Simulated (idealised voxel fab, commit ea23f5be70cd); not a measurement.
process module | voxel capacitor over wiring
cross-section cut | 230 nm wide | cells 5 nm
A cross-section is a grid of square cells, given in bands from the top down. A band is one or more rows of cells.
Each band's line starts with the height of the band's top and of its bottom, in nm. Then come its materials from left to right, each with its width in nm. One material with "throughout" fills the band from edge to edge. "air" is empty space.
Height 0 is the level under which the wafer as received is all one material. The lowest band goes on downwards, as in "0 down".
A width such as "30 to 40" changes by the same amount from each row of cells to the next, from the band's top row to its bottom row.
"no change" after a step means that no cell of the cross-section changed.
closed voids: empty space of 8 cells or more with no open way to the top, each as width x height at its distance from the left edge, in nm
after a step's settings: what the simulator itself notes on the step
overlay nm, on a step with a mask: how far to the right of its planned place the mask lay; to the left if negative
plan
1 op RECEIVE | material Si
2 op CONFORMAL_DEP | material SiO2 | thk nm 10
3 op CONFORMAL_DEP | material SiCN | thk nm 5
4 op DIRECTIONAL_DEP | material SiO2 | thk nm 20
5 op DIRECTIONAL_DEP | material aC | thk nm 10
6 op PATTERN | tone open | mask id METAL_1 | material resist | width nm 25 | pitch nm 95 | thk nm 25 | overlay nm 0
7 op DIRECTIONAL_ETCH | etch materials aC | depth nm 10
8 op STRIP | etch materials resist
9 op DIRECTIONAL_ETCH | etch materials SiO2 | depth nm 20
10 op DIRECTIONAL_ETCH | etch materials SiCN | depth nm 5
11 op STRIP | etch materials aC
12 op CONFORMAL_DEP | material TiN | thk nm 5
13 op FILL_DEP | material Cu | thk nm 10
14 op CMP | height nm 35
15 op CONFORMAL_DEP | material SiCN | thk nm 5
16 op DIRECTIONAL_DEP | material SiO2 | thk nm 10
17 op PATTERN | tone open | mask id PLUG_1 | material resist | width nm 15 | thk nm 15 | overlay nm 0
18 op DIRECTIONAL_ETCH | etch materials SiO2 | depth nm 10
19 op DIRECTIONAL_ETCH | etch materials SiCN | depth nm 5
20 op STRIP | etch materials resist
21 op CONFORMAL_DEP | material TiN | thk nm 5
22 op FILL_DEP | material Cu | thk nm 10
23 op CMP | height nm 50
24 op DIRECTIONAL_DEP | material TiN | thk nm 5
25 op DIRECTIONAL_DEP | material SiN | thk nm 5
26 op DIRECTIONAL_DEP | material TiN | thk nm 5
27 op MASKED_ETCH | tone cover | mask id UPPER_PLATE | width nm 75 | etch materials TiN | depth nm 5 | overlay nm 0
28 op MASKED_ETCH | tone cover | mask id UPPER_PLATE | width nm 75 | etch materials SiN | depth nm 5 | overlay nm 0
29 op DIRECTIONAL_DEP | material aC | thk nm 10
30 op PATTERN | tone cover | mask id LOWER_PLATE | material resist | width nm 85 | thk nm 25 | overlay nm 0
31 op DIRECTIONAL_ETCH | etch materials aC | depth nm 10
32 op STRIP | etch materials resist
33 op DIRECTIONAL_ETCH | etch materials TiN | depth nm 5
34 op STRIP | etch materials aC
35 op FILL_DEP | material SiO2 | thk nm 15
36 op CMP | height nm 75
37 op DIRECTIONAL_DEP | material aC | thk nm 15
38 op PATTERN | tone open | mask id PLUG_2 | material resist | width nm 15 | thk nm 30 | overlay nm 0
39 op DIRECTIONAL_ETCH | etch materials aC | depth nm 15
40 op STRIP | etch materials resist
41 op DIRECTIONAL_ETCH | etch materials SiO2 | depth nm 10
42 op STRIP | etch materials aC
43 op CONFORMAL_DEP | material TiN | thk nm 5
44 op FILL_DEP | material W | thk nm 10
45 op CMP | height nm 75
46 op CONFORMAL_DEP | material SiN | thk nm 5
varied across the wafers: width nm of step 38. The plan shows the first wafer's value. All wafers start alike
first wafer as received, after step 1
  0 down: Si throughout
  closed voids: none
each wafer at the end: cells of each material gained (+) or lost (-) since it was received, then its closed voids
width nm 15 | +26 Cu | +79 SiCN | +61 SiN | +499 SiO2 | +70 TiN | +1 W | closed voids: none
width nm 20 | +26 Cu | +79 SiCN | +61 SiN | +497 SiO2 | +71 TiN | +2 W | closed voids: none
width nm 25 | +26 Cu | +79 SiCN | +61 SiN | +495 SiO2 | +72 TiN | +3 W | closed voids: none
width nm 30 | +26 Cu | +79 SiCN | +61 SiN | +493 SiO2 | +73 TiN | +4 W | closed voids: none
